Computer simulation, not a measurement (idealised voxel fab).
The process module that follows is named voxel double patterning.
cross-section cut | 260 nm wide | cells 5 nm
Bands, listed from the top down, are how a cross-section gets written in this document; the cross-section itself is a grid of square cells, and a band is one or more rows of them.
It is stipulated that each band's entry specify, in nanometres, the height of the top of the band and then that of its bottom, followed by the materials of the band in left-to-right sequence, each together with its width in nanometres. A single material marked by the word "full width" is understood to fill the band from edge to edge; the word "blank" is understood to denote empty space.
Height reference: 0 = level under which incoming wafer is all one material. Lowest band: no bottom, runs on downward, e.g. "0 down".
Width "30..40": first value at the band's top row of cells, second value at its bottom row, equal change from row to row.
For the purposes of this document, the phrase "everything unchanged" attached to a step denotes that no cell within the cross-section was modified by that step.
Closed empty spaces (no open way to the top) of 8 cells or more are what "Catalogued sealed voids" lists, each as width x height at distance from the left edge, nm for all three.
Text after the settings on a step's line: the simulator's own remark on that step.
Each step line may optionally specify "overlay nm", which for a step with a mask gives the rightward distance between the mask's planned place and where it lay, a negative value indicating the leftward direction.
## Below is the list of planned process steps
step 1: RECEIVE (material Si)
step 2: CONFORMAL_DEP (material SiO2; thk nm 5)
step 3: DIRECTIONAL_DEP (material TiN; thk nm 20)
step 4: DIRECTIONAL_DEP (material SiCN; thk nm 10)
step 5: DIRECTIONAL_DEP (material aC; thk nm 15)
step 6: PATTERN (tone open; mask id FIRST; material resist; width nm 15; pitch nm 50; thk nm 30; overlay nm 0)
step 7: DIRECTIONAL_ETCH (etch materials aC; depth nm 15)
step 8: STRIP (etch materials resist)
step 9: DIRECTIONAL_ETCH (etch materials SiCN; depth nm 10)
step 10: STRIP (etch materials aC)
step 11: MASKED_ETCH (tone open; mask id SECOND; width nm 15; etch materials SiCN; depth nm 10; overlay nm 0)
step 12: DIRECTIONAL_ETCH (etch materials TiN; depth nm 20)
step 13: STRIP (etch materials SiCN)
The plan shows the width nm of step 11 as the first wafer had it; this setting differs between the wafers, which start out alike.
## Cross-section: the first of several wafers in its as-received state, i.e. following step 1
    0 down = Si full width
    Catalogued sealed voids: none
## first wafer at the end, after step 13
    25 to 5 = 95 of TiN, then 15 of blank, then 10 of TiN, then 15 of blank, then 10 of TiN, then 15 of blank, then 100 of TiN
    5 to 0 = SiO2 full width
    0 down = Si full width
    Catalogued sealed voids: none
## Final wafer of several, shown in cross-section at the end of the module
    25 to 5 = 95 of TiN, then 15 of blank, then 5 of TiN, then 45 of blank, then 100 of TiN
    5 to 0 = SiO2 full width
    0 down = Si full width
    Catalogued sealed voids: none
## Gained (+) or lost (-) cells of each material since receipt, then closed voids: one row per wafer, at the end of the module
width nm 15; +52 SiO2; +172 TiN; Catalogued sealed voids: none
width nm 20; +52 SiO2; +168 TiN; Catalogued sealed voids: none
width nm 25; +52 SiO2; +164 TiN; Catalogued sealed voids: none
width nm 30; +52 SiO2; +160 TiN; Catalogued sealed voids: none
